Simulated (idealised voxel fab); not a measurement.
This section sets out a process module, namely voxel capacitor over wiring.
We display cut, a cross-section 145 nm in width whose square cells are each 5 nm.
Format of a cross-section: grid, square cells. Given as bands. Order: top down. Band: one or more rows of cells. Read a band's entry like this: the first values are the height of its top and the height of its bottom in nm, and what follows is the sequence of materials from left to right, each with its width in nm. Note that "blank" is empty space, and that a single material marked "all across" reaches across the band from edge to edge. Zero point of the height axis is 0; under it, received wafer = one material. Lowest band: continues down indefinitely, "0 down". A width such as "30->40" changes by the same amount from each row of cells to the next, from the band's top row to its bottom row. Step marked "no change occurred"? Then no cell in the cross-section changed in it. Enclosed voids (no open way to top), threshold 8 cells or more, entry "Enclosed void catalog", notation width x height at distance, distance from left edge, nm. On each step's line, the part that comes after the settings is the simulator's own comment on the step. If you see "overlay nm" on a step's line and that step has a mask, it's telling you how far right of where it was planned the mask ended up; a negative number means it went left instead.
Here's what the planned process steps look like
step 1: RECEIVE (material Si)
step 2: CONFORMAL_DEP (material SiO2; thk nm 10)
step 3: CONFORMAL_DEP (material SiN; thk nm 5)
step 4: DIRECTIONAL_DEP (material SiO2; thk nm 15)
step 5: PATTERN (tone open; mask id METAL_1; material resist; width nm 20; pitch nm 75; thk nm 15; overlay nm 0)
step 6: DIRECTIONAL_ETCH (etch materials SiO2; depth nm 15)
step 7: DIRECTIONAL_ETCH (etch materials SiN; depth nm 5)
step 8: STRIP (etch materials resist)
step 9: CONFORMAL_DEP (material TiN; thk nm 5)
step 10: FILL_DEP (material Cu; thk nm 5)
step 11: CMP (height nm 30)
step 12: CONFORMAL_DEP (material SiCN; thk nm 5)
step 13: DIRECTIONAL_DEP (material SiO2; thk nm 20)
step 14: PATTERN (tone open; mask id PLUG_1; material resist; width nm 15; thk nm 15; overlay nm 0)
step 15: DIRECTIONAL_ETCH (etch materials SiO2; depth nm 20)
step 16: DIRECTIONAL_ETCH (etch materials SiCN; depth nm 5)
step 17: STRIP (etch materials resist)
step 18: CONFORMAL_DEP (material TiN; thk nm 5)
step 19: FILL_DEP (material Cu; thk nm 10)
step 20: CMP (height nm 55)
step 21: DIRECTIONAL_DEP (material TiN; thk nm 5)
step 22: DIRECTIONAL_DEP (material SiN; thk nm 5)
step 23: DIRECTIONAL_DEP (material TiN; thk nm 5)
step 24: PATTERN (tone cover; mask id UPPER_PLATE; material resist; width nm 60; thk nm 15; overlay nm 0)
step 25: DIRECTIONAL_ETCH (etch materials TiN; depth nm 5)
step 26: DIRECTIONAL_ETCH (etch materials SiN; depth nm 5)
step 27: STRIP (etch materials resist)
step 28: PATTERN (tone cover; mask id LOWER_PLATE; material resist; width nm 70; thk nm 20; overlay nm 0)
step 29: DIRECTIONAL_ETCH (etch materials TiN; depth nm 5)
step 30: STRIP (etch materials resist)
step 31: FILL_DEP (material SiO2; thk nm 20)
step 32: CMP (height nm 85)
step 33: PATTERN (tone open; mask id PLUG_2; material resist; width nm 15; thk nm 15; overlay nm 0)
step 34: DIRECTIONAL_ETCH (etch materials SiO2; depth nm 15)
step 35: STRIP (etch materials resist)
step 36: CONFORMAL_DEP (material TiN; thk nm 5)
step 37: FILL_DEP (material Ru; thk nm 10)
step 38: CMP (height nm 85)
step 39: CONFORMAL_DEP (material SiN; thk nm 5)
Cross-section of the wafer as it came to us, i.e., already through step 1
  0 down | Si all across
  Enclosed void catalog: none
Cross-section at module end, one run error; start and plan unchanged from above
  90 to 85 | SiN all across
  85 to 75 | SiO2 40, TiN 5, SiCN 5, TiN 5, SiO2 90
  75 to 65 | SiO2 40->30, TiN 15->60, SiO2 90->55
  65 to 60 | SiO2 30, SiN 60, SiO2 55
  60 to 55 | SiO2 25, TiN 70, SiO2 50
  55 to 35 | SiO2 30, TiN 5, Cu 5, TiN 5, SiO2 100
  35 to 30 | SiCN 30, TiN 15, SiCN 100
  30 to 15 | SiO2 25, TiN 5, Cu 10, TiN 5, SiO2 55, TiN 5, Cu 10, TiN 5, SiO2 25
  15 to 10 | SiN 25, TiN 20, SiN 55, TiN 20, SiN 25
  10 to 0 | SiO2 all across
  0 down | Si all across
  Enclosed void catalog: none
Finding, execution versus plan: for step 37, the planned setting was not used; the step was instead run as FILL_DEP (material SiCN; thk nm 10)
